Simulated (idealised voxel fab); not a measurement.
Process module name: voxel transistor to metal
Cross-section cut spans 285 nm and uses square cells 5 nm in size.
Each cross-section below is a grid of square cells, stated as bands in top-down order, with one or more rows of cells making up each band.
Band: top and bottom heights (nm) first, top before bottom; then materials from left to right, widths in nm. "edge to edge" marks a sole material filling the band edge to edge. "air" denotes empty space.
For the purposes of this specification, 0 denotes the height below which the wafer in its as-received condition is composed wholly of one material, and the lowermost band, lacking a lower limit, extends downward without end, as expressed in "z 0 and below".
Width "30..40": first value at the band's top row of cells, second value at its bottom row, equal change from row to row.
Step note "nothing got changed" = no cross-section cell changed.
"Closed void listing" contains a list of empty spaces, each no smaller than 8 cells and without an open way to the top, written in the form width x height at distance with the distance from the left edge and all three in nm.
On a step's line, text after the settings is the simulator commenting on that step.
overlay nm: mask right of planned place by this much (step with mask). Neg. = left.
Before/after cross-section pairs, one process step each; after shown to lowest changed band; step and settings beneath. Pairs may be from different runs of this module on the same starting wafer; a pair continues from the one above only where its "Prior to step" entry says so.
### Prior to step
z 75 to 55: resist: 30 / air: 15 / resist: 55 / air: 15 / resist: 55 / air: 15 / resist: 55 / air: 15 / resist: 30
z 55 to 40: SiO2: 30 / air: 15 / SiO2: 55 / air: 15 / SiO2: 55 / air: 15 / SiO2: 55 / air: 15 / SiO2: 30
z 40 to 25: SiO2: 30 / air: 15 / SiO2: 5 / SiN: 5 / SiO2: 5 / SiCN: 20 / SiO2: 5 / SiN: 5 / SiO2: 10 / air: 15 / SiO2: 55 / air: 15 / SiO2: 5 / SiN: 5 / SiO2: 5 / SiCN: 20 / SiO2: 5 / SiN: 5 / SiO2: 10 / air: 15 / SiO2: 30
z 25 to -5: SiO2: 30 / air: 15 / SiO2: 5 / SiN: 5 / SiO2: 5 / polySi: 20 / SiO2: 5 / SiN: 5 / SiO2: 10 / air: 15 / SiO2: 55 / air: 15 / SiO2: 5 / SiN: 5 / SiO2: 5 / polySi: 20 / SiO2: 5 / SiN: 5 / SiO2: 10 / air: 15 / SiO2: 30
z -5 to -10: SiO2: 15 / pSi: 35 / SiO2: 40 / pSi: 35 / SiO2: 30 / pSi: 35 / SiO2: 40 / pSi: 35 / SiO2: 20
z -10 to -45: SiO2: 20 / Si: 100 / SiO2: 40 / Si: 100 / SiO2: 25
z -45 and below: Si edge to edge
Closed void listing: none
### State After Step
z 55 to 40: SiO2: 30 / air: 15 / SiO2: 55 / air: 15 / SiO2: 55 / air: 15 / SiO2: 55 / air: 15 / SiO2: 30
For the remainder of the cross-section, below 40, there is no change.
Closed void listing: none
To go from the before cross-section above to the after cross-section, apply STRIP [etch materials resist]
Prior to step: The structure entering this step is exactly what the pair just above shows after its step.
### State After Step
z 60 to 55: TiN: 35 / air: 5 / TiN: 65 / air: 5 / TiN: 65 / air: 5 / TiN: 65 / air: 5 / TiN: 35
z 55 to 40: SiO2: 30 / TiN: 5 / air: 5 / TiN: 5 / SiO2: 55 / TiN: 5 / air: 5 / TiN: 5 / SiO2: 55 / TiN: 5 / air: 5 / TiN: 5 / SiO2: 55 / TiN: 5 / air: 5 / TiN: 5 / SiO2: 30
z 40 to 25: SiO2: 30 / TiN: 5 / air: 5 / TiN: 5 / SiO2: 5 / SiN: 5 / SiO2: 5 / SiCN: 20 / SiO2: 5 / SiN: 5 / SiO2: 10 / TiN: 5 / air: 5 / TiN: 5 / SiO2: 55 / TiN: 5 / air: 5 / TiN: 5 / SiO2: 5 / SiN: 5 / SiO2: 5 / SiCN: 20 / SiO2: 5 / SiN: 5 / SiO2: 10 / TiN: 5 / air: 5 / TiN: 5 / SiO2: 30
z 25 to 0: SiO2: 30 / TiN: 5 / air: 5 / TiN: 5 / SiO2: 5 / SiN: 5 / SiO2: 5 / polySi: 20 / SiO2: 5 / SiN: 5 / SiO2: 10 / TiN: 5 / air: 5 / TiN: 5 / SiO2: 55 / TiN: 5 / air: 5 / TiN: 5 / SiO2: 5 / SiN: 5 / SiO2: 5 / polySi: 20 / SiO2: 5 / SiN: 5 / SiO2: 10 / TiN: 5 / air: 5 / TiN: 5 / SiO2: 30
z 0 to -5: SiO2: 30 / TiN: 15 / SiO2: 5 / SiN: 5 / SiO2: 5 / polySi: 20 / SiO2: 5 / SiN: 5 / SiO2: 10 / TiN: 15 / SiO2: 55 / TiN: 15 / SiO2: 5 / SiN: 5 / SiO2: 5 / polySi: 20 / SiO2: 5 / SiN: 5 / SiO2: 10 / TiN: 15 / SiO2: 30
For the remainder of the cross-section, below -5, there is no change.
Closed void listing: none
To go from the before cross-section above to the after cross-section, apply CONFORMAL_DEP [material TiN] [thk nm 5]
Prior to step: The structure entering this step is exactly what the pair just above shows after its step.
### State After Step
z 65 to 60: W edge to edge
z 60 to 55: TiN: 35 / W: 5 / TiN: 65 / W: 5 / TiN: 65 / W: 5 / TiN: 65 / W: 5 / TiN: 35
z 55 to 40: SiO2: 30 / TiN: 5 / W: 5 / TiN: 5 / SiO2: 55 / TiN: 5 / W: 5 / TiN: 5 / SiO2: 55 / TiN: 5 / W: 5 / TiN: 5 / SiO2: 55 / TiN: 5 / W: 5 / TiN: 5 / SiO2: 30
z 40 to 25: SiO2: 30 / TiN: 5 / W: 5 / TiN: 5 / SiO2: 5 / SiN: 5 / SiO2: 5 / SiCN: 20 / SiO2: 5 / SiN: 5 / SiO2: 10 / TiN: 5 / W: 5 / TiN: 5 / SiO2: 55 / TiN: 5 / W: 5 / TiN: 5 / SiO2: 5 / SiN: 5 / SiO2: 5 / SiCN: 20 / SiO2: 5 / SiN: 5 / SiO2: 10 / TiN: 5 / W: 5 / TiN: 5 / SiO2: 30
z 25 to 0: SiO2: 30 / TiN: 5 / W: 5 / TiN: 5 / SiO2: 5 / SiN: 5 / SiO2: 5 / polySi: 20 / SiO2: 5 / SiN: 5 / SiO2: 10 / TiN: 5 / W: 5 / TiN: 5 / SiO2: 55 / TiN: 5 / W: 5 / TiN: 5 / SiO2: 5 / SiN: 5 / SiO2: 5 / polySi: 20 / SiO2: 5 / SiN: 5 / SiO2: 10 / TiN: 5 / W: 5 / TiN: 5 / SiO2: 30
For the remainder of the cross-section, below 0, there is no change.
Closed void listing: none
To go from the before cross-section above to the after cross-section, apply FILL_DEP [material W] [thk nm 5]
Prior to step: The structure entering this step is exactly what the pair just above shows after its step.
### State After Step
z 55 to 40: SiO2: 30 / TiN: 5 / W: 5 / TiN: 5 / SiO2: 55 / TiN: 5 / W: 5 / TiN: 5 / SiO2: 55 / TiN: 5 / W: 5 / TiN: 5 / SiO2: 55 / TiN: 5 / W: 5 / TiN: 5 / SiO2: 30
For the remainder of the cross-section, below 40, there is no change.
Closed void listing: none
To go from the before cross-section above to the after cross-section, apply CMP [height nm 55]
Prior to step: The structure entering this step is exactly what the pair just above shows after its step.
### State After Step
z 60 to 55: SiCN edge to edge
For the remainder of the cross-section, below 55, there is no change.
Closed void listing: none
To go from the before cross-section above to the after cross-section, apply CONFORMAL_DEP [material SiCN] [thk nm 5]
Prior to step: The structure entering this step is exactly what the pair just above shows after its step.
### State After Step
z 80 to 60: SiO2 edge to edge
For the remainder of the cross-section, below 60, there is no change.
Closed void listing: none
To go from the before cross-section above to the after cross-section, apply DIRECTIONAL_DEP [material SiO2] [thk nm 20]
Prior to step: The structure entering this step is exactly what the pair just above shows after its step.
### State After Step
z 95 to 80: resist: 25 / air: 20 / resist: 50 / air: 20 / resist: 50 / air: 20 / resist: 50 / air: 20 / resist: 30
For the remainder of the cross-section, below 80, there is no change.
Closed void listing: none
To go from the before cross-section above to the after cross-section, apply PATTERN [tone open] [mask id METAL_1] [material resist] [width nm 20] [pitch nm 70] [thk nm 15] [overlay nm 0]
Prior to step: The structure entering this step is exactly what the pair just above shows after its step.
### State After Step
z 95 to 80: resist: 25 / air: 20 / resist: 50 / air: 20 / resist: 50 / air: 20 / resist: 50 / air: 20 / resist: 30
z 80 to 60: SiO2: 25 / air: 20 / SiO2: 50 / air: 20 / SiO2: 50 / air: 20 / SiO2: 50 / air: 20 / SiO2: 30
For the remainder of the cross-section, below 60, there is no change.
Closed void listing: none
To go from the before cross-section above to the after cross-section, apply DIRECTIONAL_ETCH [etch materials SiO2] [depth nm 20]
Prior to step: The structure entering this step is exactly what the pair just above shows after its step.
### State After Step
z 95 to 80: resist: 25 / air: 20 / resist: 50 / air: 20 / resist: 50 / air: 20 / resist: 50 / air: 20 / resist: 30
z 80 to 60: SiO2: 25 / air: 20 / SiO2: 50 / air: 20 / SiO2: 50 / air: 20 / SiO2: 50 / air: 20 / SiO2: 30
z 60 to 55: SiCN: 25 / air: 20 / SiCN: 50 / air: 20 / SiCN: 50 / air: 20 / SiCN: 50 / air: 20 / SiCN: 30
For the remainder of the cross-section, below 55, there is no change.
Closed void listing: none
To go from the before cross-section above to the after cross-section, apply DIRECTIONAL_ETCH [etch materials SiCN] [depth nm 5]
Prior to step: The structure entering this step is exactly what the pair just above shows after its step.
### State After Step
z 80 to 60: SiO2: 25 / air: 20 / SiO2: 50 / air: 20 / SiO2: 50 / air: 20 / SiO2: 50 / air: 20 / SiO2: 30
For the remainder of the cross-section, below 60, there is no change.
Closed void listing: none
To go from the before cross-section above to the after cross-section, apply STRIP [etch materials resist]
Prior to step: The structure entering this step is exactly what the pair just above shows after its step.
### State After Step
z 85 to 80: TiN: 30 / air: 10 / TiN: 60 / air: 10 / TiN: 60 / air: 10 / TiN: 60 / air: 10 / TiN: 35
z 80 to 60: SiO2: 25 / TiN: 5 / air: 10 / TiN: 5 / SiO2: 50 / TiN: 5 / air: 10 / TiN: 5 / SiO2: 50 / TiN: 5 / air: 10 / TiN: 5 / SiO2: 50 / TiN: 5 / air: 10 / TiN: 5 / SiO2: 30
z 60 to 55: SiCN: 25 / TiN: 20 / SiCN: 50 / TiN: 20 / SiCN: 50 / TiN: 20 / SiCN: 50 / TiN: 20 / SiCN: 30
For the remainder of the cross-section, below 55, there is no change.
Closed void listing: none
To go from the before cross-section above to the after cross-section, apply CONFORMAL_DEP [material TiN] [thk nm 5]
Prior to step: The structure entering this step is exactly what the pair just above shows after its step.
### State After Step
z 95 to 85: Cu edge to edge
z 85 to 80: TiN: 30 / Cu: 10 / TiN: 60 / Cu: 10 / TiN: 60 / Cu: 10 / TiN: 60 / Cu: 10 / TiN: 35
z 80 to 60: SiO2: 25 / TiN: 5 / Cu: 10 / TiN: 5 / SiO2: 50 / TiN: 5 / Cu: 10 / TiN: 5 / SiO2: 50 / TiN: 5 / Cu: 10 / TiN: 5 / SiO2: 50 / TiN: 5 / Cu: 10 / TiN: 5 / SiO2: 30
For the remainder of the cross-section, below 60, there is no change.
Closed void listing: none
To go from the before cross-section above to the after cross-section, apply FILL_DEP [material Cu] [thk nm 10]
Prior to step: The structure entering this step is exactly what the pair just above shows after its step.
### State After Step
z 80 to 60: SiO2: 25 / TiN: 5 / Cu: 10 / TiN: 5 / SiO2: 50 / TiN: 5 / Cu: 10 / TiN: 5 / SiO2: 50 / TiN: 5 / Cu: 10 / TiN: 5 / SiO2: 50 / TiN: 5 / Cu: 10 / TiN: 5 / SiO2: 30
For the remainder of the cross-section, below 60, there is no change.
Closed void listing: none
To go from the before cross-section above to the after cross-section, apply CMP [height nm 80]
Prior to step: The structure entering this step is exactly what the pair just above shows after its step.
### State After Step
z 85 to 80: SiN edge to edge
For the remainder of the cross-section, below 80, there is no change.
Closed void listing: none
To go from the before cross-section above to the after cross-section, apply CONFORMAL_DEP [material SiN] [thk nm 5]
### Prior to step
z 55 to 40: SiO2 edge to edge
z 40 to 25: SiO2: 50 / SiN: 5 / SiO2: 5 / SiCN: 20 / SiO2: 5 / SiN: 5 / SiO2: 100 / SiN: 5 / SiO2: 5 / SiCN: 20 / SiO2: 5 / SiN: 5 / SiO2: 55
z 25 to -5: SiO2: 50 / SiN: 5 / SiO2: 5 / polySi: 20 / SiO2: 5 / SiN: 5 / SiO2: 100 / SiN: 5 / SiO2: 5 / polySi: 20 / SiO2: 5 / SiN: 5 / SiO2: 55
z -5 to -10: SiO2: 15 / pSi: 35 / SiO2: 40 / pSi: 35 / SiO2: 30 / pSi: 35 / SiO2: 40 / pSi: 35 / SiO2: 20
z -10 to -45: SiO2: 20 / Si: 100 / SiO2: 40 / Si: 100 / SiO2: 25
z -45 and below: Si edge to edge
Closed void listing: none
### State After Step
z 75 to 55: resist: 35 / air: 20 / resist: 50 / air: 20 / resist: 50 / air: 20 / resist: 50 / air: 20 / resist: 20
For the remainder of the cross-section, below 55, there is no change.
Closed void listing: none
To go from the before cross-section above to the after cross-section, apply PATTERN [tone open] [mask id CONTACT] [material resist] [width nm 20] [pitch nm 70] [thk nm 20] [overlay nm 10]
Prior to step: The structure entering this step is exactly what the pair just above shows after its step.
### State After Step
z 75 to 55: resist: 35 / air: 20 / resist: 50 / air: 20 / resist: 50 / air: 20 / resist: 50 / air: 20 / resist: 20
z 55 to 40: SiO2: 35 / air: 20 / SiO2: 50 / air: 20 / SiO2: 50 / air: 20 / SiO2: 50 / air: 20 / SiO2: 20
z 40 to 25: SiO2: 35 / air: 15 / SiN: 5 / SiO2: 5 / SiCN: 20 / SiO2: 5 / SiN: 5 / SiO2: 15 / air: 20 / SiO2: 50 / air: 15 / SiN: 5 / SiO2: 5 / SiCN: 20 / SiO2: 5 / SiN: 5 / SiO2: 15 / air: 20 / SiO2: 20
z 25 to -5: SiO2: 35 / air: 15 / SiN: 5 / SiO2: 5 / polySi: 20 / SiO2: 5 / SiN: 5 / SiO2: 15 / air: 20 / SiO2: 50 / air: 15 / SiN: 5 / SiO2: 5 / polySi: 20 / SiO2: 5 / SiN: 5 / SiO2: 15 / air: 20 / SiO2: 20
For the remainder of the cross-section, below -5, there is no change.
Closed void listing: none
To go from the before cross-section above to the after cross-section, apply DIRECTIONAL_ETCH [etch materials SiO2] [depth nm 60]
Prior to step: The structure entering this step is exactly what the pair just above shows after its step.
### State After Step
z 55 to 40: SiO2: 35 / air: 20 / SiO2: 50 / air: 20 / SiO2: 50 / air: 20 / SiO2: 50 / air: 20 / SiO2: 20
For the remainder of the cross-section, below 40, there is no change.
Closed void listing: none
To go from the before cross-section above to the after cross-section, apply STRIP [etch materials resist]
Prior to step: The structure entering this step is exactly what the pair just above shows after its step.
### State After Step
z 60 to 55: TiN: 40 / air: 10 / TiN: 60 / air: 10 / TiN: 60 / air: 10 / TiN: 60 / air: 10 / TiN: 25
z 55 to 45: SiO2: 35 / TiN: 5 / air: 10 / TiN: 5 / SiO2: 50 / TiN: 5 / air: 10 / TiN: 5 / SiO2: 50 / TiN: 5 / air: 10 / TiN: 5 / SiO2: 50 / TiN: 5 / air: 10 / TiN: 5 / SiO2: 20
z 45 to 40: SiO2: 35 / TiN: 5 / air: 5 / TiN: 10 / SiO2: 50 / TiN: 5 / air: 10 / TiN: 5 / SiO2: 50 / TiN: 5 / air: 5 / TiN: 10 / SiO2: 50 / TiN: 5 / air: 10 / TiN: 5 / SiO2: 20
z 40 to 25: SiO2: 35 / TiN: 5 / air: 5 / TiN: 5 / SiN: 5 / SiO2: 5 / SiCN: 20 / SiO2: 5 / SiN: 5 / SiO2: 15 / TiN: 5 / air: 10 / TiN: 5 / SiO2: 50 / TiN: 5 / air: 5 / TiN: 5 / SiN: 5 / SiO2: 5 / SiCN: 20 / SiO2: 5 / SiN: 5 / SiO2: 15 / TiN: 5 / air: 10 / TiN: 5 / SiO2: 20
z 25 to 0: SiO2: 35 / TiN: 5 / air: 5 / TiN: 5 / SiN: 5 / SiO2: 5 / polySi: 20 / SiO2: 5 / SiN: 5 / SiO2: 15 / TiN: 5 / air: 10 / TiN: 5 / SiO2: 50 / TiN: 5 / air: 5 / TiN: 5 / SiN: 5 / SiO2: 5 / polySi: 20 / SiO2: 5 / SiN: 5 / SiO2: 15 / TiN: 5 / air: 10 / TiN: 5 / SiO2: 20
z 0 to -5: SiO2: 35 / TiN: 15 / SiN: 5 / SiO2: 5 / polySi: 20 / SiO2: 5 / SiN: 5 / SiO2: 15 / TiN: 20 / SiO2: 50 / TiN: 15 / SiN: 5 / SiO2: 5 / polySi: 20 / SiO2: 5 / SiN: 5 / SiO2: 15 / TiN: 20 / SiO2: 20
For the remainder of the cross-section, below -5, there is no change.
Closed void listing: none
To go from the before cross-section above to the after cross-section, apply CONFORMAL_DEP [material TiN] [thk nm 5]
Prior to step: The structure entering this step is exactly what the pair just above shows after its step.
### State After Step
z 65 to 60: W edge to edge
z 60 to 55: TiN: 40 / W: 10 / TiN: 60 / W: 10 / TiN: 60 / W: 10 / TiN: 60 / W: 10 / TiN: 25
z 55 to 45: SiO2: 35 / TiN: 5 / W: 10 / TiN: 5 / SiO2: 50 / TiN: 5 / W: 10 / TiN: 5 / SiO2: 50 / TiN: 5 / W: 10 / TiN: 5 / SiO2: 50 / TiN: 5 / W: 10 / TiN: 5 / SiO2: 20
z 45 to 40: SiO2: 35 / TiN: 5 / W: 5 / TiN: 10 / SiO2: 50 / TiN: 5 / W: 10 / TiN: 5 / SiO2: 50 / TiN: 5 / W: 5 / TiN: 10 / SiO2: 50 / TiN: 5 / W: 10 / TiN: 5 / SiO2: 20
z 40 to 25: SiO2: 35 / TiN: 5 / W: 5 / TiN: 5 / SiN: 5 / SiO2: 5 / SiCN: 20 / SiO2: 5 / SiN: 5 / SiO2: 15 / TiN: 5 / W: 10 / TiN: 5 / SiO2: 50 / TiN: 5 / W: 5 / TiN: 5 / SiN: 5 / SiO2: 5 / SiCN: 20 / SiO2: 5 / SiN: 5 / SiO2: 15 / TiN: 5 / W: 10 / TiN: 5 / SiO2: 20
z 25 to 0: SiO2: 35 / TiN: 5 / W: 5 / TiN: 5 / SiN: 5 / SiO2: 5 / polySi: 20 / SiO2: 5 / SiN: 5 / SiO2: 15 / TiN: 5 / W: 10 / TiN: 5 / SiO2: 50 / TiN: 5 / W: 5 / TiN: 5 / SiN: 5 / SiO2: 5 / polySi: 20 / SiO2: 5 / SiN: 5 / SiO2: 15 / TiN: 5 / W: 10 / TiN: 5 / SiO2: 20
For the remainder of the cross-section, below 0, there is no change.
Closed void listing: none
To go from the before cross-section above to the after cross-section, apply FILL_DEP [material W] [thk nm 5]
Prior to step: The structure entering this step is exactly what the pair just above shows after its step.
### State After Step
z 55 to 45: SiO2: 35 / TiN: 5 / W: 10 / TiN: 5 / SiO2: 50 / TiN: 5 / W: 10 / TiN: 5 / SiO2: 50 / TiN: 5 / W: 10 / TiN: 5 / SiO2: 50 / TiN: 5 / W: 10 / TiN: 5 / SiO2: 20
For the remainder of the cross-section, below 45, there is no change.
Closed void listing: none
To go from the before cross-section above to the after cross-section, apply CMP [height nm 55]
Prior to step: The structure entering this step is exactly what the pair just above shows after its step.
### State After Step
z 60 to 55: SiCN edge to edge
For the remainder of the cross-section, below 55, there is no change.
Closed void listing: none
To go from the before cross-section above to the after cross-section, apply CONFORMAL_DEP [material SiCN] [thk nm 5]
Prior to step: The structure entering this step is exactly what the pair just above shows after its step.
### State After Step
z 80 to 60: SiO2 edge to edge
For the remainder of the cross-section, below 60, there is no change.
Closed void listing: none
To go from the before cross-section above to the after cross-section, apply DIRECTIONAL_DEP [material SiO2] [thk nm 20]
Prior to step: The structure entering this step is exactly what the pair just above shows after its step.
### State After Step
z 95 to 80: resist: 25 / air: 20 / resist: 50 / air: 20 / resist: 50 / air: 20 / resist: 50 / air: 20 / resist: 30
For the remainder of the cross-section, below 80, there is no change.
Closed void listing: none
To go from the before cross-section above to the after cross-section, apply PATTERN [tone open] [mask id METAL_1] [material resist] [width nm 20] [pitch nm 70] [thk nm 15] [overlay nm 0]
Prior to step: The structure entering this step is exactly what the pair just above shows after its step.
### State After Step
z 95 to 80: resist: 25 / air: 20 / resist: 50 / air: 20 / resist: 50 / air: 20 / resist: 50 / air: 20 / resist: 30
z 80 to 60: SiO2: 25 / air: 20 / SiO2: 50 / air: 20 / SiO2: 50 / air: 20 / SiO2: 50 / air: 20 / SiO2: 30
For the remainder of the cross-section, below 60, there is no change.
Closed void listing: none
To go from the before cross-section above to the after cross-section, apply DIRECTIONAL_ETCH [etch materials SiO2] [depth nm 20]
Prior to step: The structure entering this step is exactly what the pair just above shows after its step.
### State After Step
z 95 to 80: resist: 25 / air: 20 / resist: 50 / air: 20 / resist: 50 / air: 20 / resist: 50 / air: 20 / resist: 30
z 80 to 60: SiO2: 25 / air: 20 / SiO2: 50 / air: 20 / SiO2: 50 / air: 20 / SiO2: 50 / air: 20 / SiO2: 30
z 60 to 55: SiCN: 25 / air: 20 / SiCN: 50 / air: 20 / SiCN: 50 / air: 20 / SiCN: 50 / air: 20 / SiCN: 30
For the remainder of the cross-section, below 55, there is no change.
Closed void listing: none
To go from the before cross-section above to the after cross-section, apply DIRECTIONAL_ETCH [etch materials SiCN] [depth nm 5]
Prior to step: The structure entering this step is exactly what the pair just above shows after its step.
### State After Step
z 80 to 60: SiO2: 25 / air: 20 / SiO2: 50 / air: 20 / SiO2: 50 / air: 20 / SiO2: 50 / air: 20 / SiO2: 30
For the remainder of the cross-section, below 60, there is no change.
Closed void listing: none
To go from the before cross-section above to the after cross-section, apply STRIP [etch materials resist]
Prior to step: The structure entering this step is exactly what the pair just above shows after its step.
### State After Step
z 85 to 80: TiN: 30 / air: 10 / TiN: 60 / air: 10 / TiN: 60 / air: 10 / TiN: 60 / air: 10 / TiN: 35
z 80 to 60: SiO2: 25 / TiN: 5 / air: 10 / TiN: 5 / SiO2: 50 / TiN: 5 / air: 10 / TiN: 5 / SiO2: 50 / TiN: 5 / air: 10 / TiN: 5 / SiO2: 50 / TiN: 5 / air: 10 / TiN: 5 / SiO2: 30
z 60 to 55: SiCN: 25 / TiN: 20 / SiCN: 50 / TiN: 20 / SiCN: 50 / TiN: 20 / SiCN: 50 / TiN: 20 / SiCN: 30
For the remainder of the cross-section, below 55, there is no change.
Closed void listing: none
To go from the before cross-section above to the after cross-section, apply CONFORMAL_DEP [material TiN] [thk nm 5]
Prior to step: The structure entering this step is exactly what the pair just above shows after its step.
### State After Step
z 95 to 85: Cu edge to edge
z 85 to 80: TiN: 30 / Cu: 10 / TiN: 60 / Cu: 10 / TiN: 60 / Cu: 10 / TiN: 60 / Cu: 10 / TiN: 35
z 80 to 60: SiO2: 25 / TiN: 5 / Cu: 10 / TiN: 5 / SiO2: 50 / TiN: 5 / Cu: 10 / TiN: 5 / SiO2: 50 / TiN: 5 / Cu: 10 / TiN: 5 / SiO2: 50 / TiN: 5 / Cu: 10 / TiN: 5 / SiO2: 30
For the remainder of the cross-section, below 60, there is no change.
Closed void listing: none
To go from the before cross-section above to the after cross-section, apply FILL_DEP [material Cu] [thk nm 10]
Prior to step: The structure entering this step is exactly what the pair just above shows after its step.
### State After Step
z 80 to 60: SiO2: 25 / TiN: 5 / Cu: 10 / TiN: 5 / SiO2: 50 / TiN: 5 / Cu: 10 / TiN: 5 / SiO2: 50 / TiN: 5 / Cu: 10 / TiN: 5 / SiO2: 50 / TiN: 5 / Cu: 10 / TiN: 5 / SiO2: 30
For the remainder of the cross-section, below 60, there is no change.
Closed void listing: none
To go from the before cross-section above to the after cross-section, apply CMP [height nm 80]
Prior to step: The structure entering this step is exactly what the pair just above shows after its step.
### State After Step
z 85 to 80: SiN edge to edge
For the remainder of the cross-section, below 80, there is no change.
Closed void listing: none
To go from the before cross-section above to the after cross-section, apply CONFORMAL_DEP [material SiN] [thk nm 5]
### Prior to step
z 55 to 40: SiO2: 25 / air: 20 / SiO2: 50 / air: 20 / SiO2: 50 / air: 20 / SiO2: 50 / air: 20 / SiO2: 30
z 40 to 25: SiO2: 25 / air: 20 / SiO2: 5 / SiN: 5 / SiO2: 5 / SiCN: 20 / SiO2: 5 / SiN: 5 / SiO2: 5 / air: 20 / SiO2: 50 / air: 20 / SiO2: 5 / SiN: 5 / SiO2: 5 / SiCN: 20 / SiO2: 5 / SiN: 5 / SiO2: 5 / air: 20 / SiO2: 30
z 25 to -5: SiO2: 25 / air: 20 / SiO2: 5 / SiN: 5 / SiO2: 5 / polySi: 20 / SiO2: 5 / SiN: 5 / SiO2: 5 / air: 20 / SiO2: 50 / air: 20 / SiO2: 5 / SiN: 5 / SiO2: 5 / polySi: 20 / SiO2: 5 / SiN: 5 / SiO2: 5 / air: 20 / SiO2: 30
z -5 to -10: SiO2: 15 / pSi: 35 / SiO2: 40 / pSi: 35 / SiO2: 30 / pSi: 35 / SiO2: 40 / pSi: 35 / SiO2: 20
z -10 to -45: SiO2: 20 / Si: 100 / SiO2: 40 / Si: 100 / SiO2: 25
z -45 and below: Si edge to edge
Closed void listing: none
### State After Step
z 60 to 55: aC: 30 / air: 10 / aC: 60 / air: 10 / aC: 60 / air: 10 / aC: 60 / air: 10 / aC: 35
z 55 to 40: SiO2: 25 / aC: 5 / air: 10 / aC: 5 / SiO2: 50 / aC: 5 / air: 10 / aC: 5 / SiO2: 50 / aC: 5 / air: 10 / aC: 5 / SiO2: 50 / aC: 5 / air: 10 / aC: 5 / SiO2: 30
z 40 to 25: SiO2: 25 / aC: 5 / air: 10 / aC: 5 / SiO2: 5 / SiN: 5 / SiO2: 5 / SiCN: 20 / SiO2: 5 / SiN: 5 / SiO2: 5 / aC: 5 / air: 10 / aC: 5 / SiO2: 50 / aC: 5 / air: 10 / aC: 5 / SiO2: 5 / SiN: 5 / SiO2: 5 / SiCN: 20 / SiO2: 5 / SiN: 5 / SiO2: 5 / aC: 5 / air: 10 / aC: 5 / SiO2: 30
z 25 to 0: SiO2: 25 / aC: 5 / air: 10 / aC: 5 / SiO2: 5 / SiN: 5 / SiO2: 5 / polySi: 20 / SiO2: 5 / SiN: 5 / SiO2: 5 / aC: 5 / air: 10 / aC: 5 / SiO2: 50 / aC: 5 / air: 10 / aC: 5 / SiO2: 5 / SiN: 5 / SiO2: 5 / polySi: 20 / SiO2: 5 / SiN: 5 / SiO2: 5 / aC: 5 / air: 10 / aC: 5 / SiO2: 30
z 0 to -5: SiO2: 25 / aC: 20 / SiO2: 5 / SiN: 5 / SiO2: 5 / polySi: 20 / SiO2: 5 / SiN: 5 / SiO2: 5 / aC: 20 / SiO2: 50 / aC: 20 / SiO2: 5 / SiN: 5 / SiO2: 5 / polySi: 20 / SiO2: 5 / SiN: 5 / SiO2: 5 / aC: 20 / SiO2: 30
For the remainder of the cross-section, below -5, there is no change.
Closed void listing: none
To go from the before cross-section above to the after cross-section, apply CONFORMAL_DEP [material aC] [thk nm 5]
Prior to step: The structure entering this step is exactly what the pair just above shows after its step.
### State After Step
z 65 to 60: W edge to edge
z 60 to 55: aC: 30 / W: 10 / aC: 60 / W: 10 / aC: 60 / W: 10 / aC: 60 / W: 10 / aC: 35
z 55 to 40: SiO2: 25 / aC: 5 / W: 10 / aC: 5 / SiO2: 50 / aC: 5 / W: 10 / aC: 5 / SiO2: 50 / aC: 5 / W: 10 / aC: 5 / SiO2: 50 / aC: 5 / W: 10 / aC: 5 / SiO2: 30
z 40 to 25: SiO2: 25 / aC: 5 / W: 10 / aC: 5 / SiO2: 5 / SiN: 5 / SiO2: 5 / SiCN: 20 / SiO2: 5 / SiN: 5 / SiO2: 5 / aC: 5 / W: 10 / aC: 5 / SiO2: 50 / aC: 5 / W: 10 / aC: 5 / SiO2: 5 / SiN: 5 / SiO2: 5 / SiCN: 20 / SiO2: 5 / SiN: 5 / SiO2: 5 / aC: 5 / W: 10 / aC: 5 / SiO2: 30
z 25 to 0: SiO2: 25 / aC: 5 / W: 10 / aC: 5 / SiO2: 5 / SiN: 5 / SiO2: 5 / polySi: 20 / SiO2: 5 / SiN: 5 / SiO2: 5 / aC: 5 / W: 10 / aC: 5 / SiO2: 50 / aC: 5 / W: 10 / aC: 5 / SiO2: 5 / SiN: 5 / SiO2: 5 / polySi: 20 / SiO2: 5 / SiN: 5 / SiO2: 5 / aC: 5 / W: 10 / aC: 5 / SiO2: 30
For the remainder of the cross-section, below 0, there is no change.
Closed void listing: none
To go from the before cross-section above to the after cross-section, apply FILL_DEP [material W] [thk nm 5]
Prior to step: The structure entering this step is exactly what the pair just above shows after its step.
### State After Step
z 55 to 40: SiO2: 25 / aC: 5 / W: 10 / aC: 5 / SiO2: 50 / aC: 5 / W: 10 / aC: 5 / SiO2: 50 / aC: 5 / W: 10 / aC: 5 / SiO2: 50 / aC: 5 / W: 10 / aC: 5 / SiO2: 30
For the remainder of the cross-section, below 40, there is no change.
Closed void listing: none
To go from the before cross-section above to the after cross-section, apply CMP [height nm 55]
Prior to step: The structure entering this step is exactly what the pair just above shows after its step.
### State After Step
z 60 to 55: SiCN edge to edge
For the remainder of the cross-section, below 55, there is no change.
Closed void listing: none
To go from the before cross-section above to the after cross-section, apply CONFORMAL_DEP [material SiCN] [thk nm 5]
Prior to step: The structure entering this step is exactly what the pair just above shows after its step.
### State After Step
z 80 to 60: SiO2 edge to edge
For the remainder of the cross-section, below 60, there is no change.
Closed void listing: none
To go from the before cross-section above to the after cross-section, apply DIRECTIONAL_DEP [material SiO2] [thk nm 20]
Prior to step: The structure entering this step is exactly what the pair just above shows after its step.
### State After Step
z 95 to 80: resist: 25 / air: 20 / resist: 50 / air: 20 / resist: 50 / air: 20 / resist: 50 / air: 20 / resist: 30
For the remainder of the cross-section, below 80, there is no change.
Closed void listing: none
To go from the before cross-section above to the after cross-section, apply PATTERN [tone open] [mask id METAL_1] [material resist] [width nm 20] [pitch nm 70] [thk nm 15] [overlay nm 0]
Prior to step: The structure entering this step is exactly what the pair just above shows after its step.
### State After Step
z 95 to 80: resist: 25 / air: 20 / resist: 50 / air: 20 / resist: 50 / air: 20 / resist: 50 / air: 20 / resist: 30
z 80 to 60: SiO2: 25 / air: 20 / SiO2: 50 / air: 20 / SiO2: 50 / air: 20 / SiO2: 50 / air: 20 / SiO2: 30
For the remainder of the cross-section, below 60, there is no change.
Closed void listing: none
To go from the before cross-section above to the after cross-section, apply DIRECTIONAL_ETCH [etch materials SiO2] [depth nm 20]
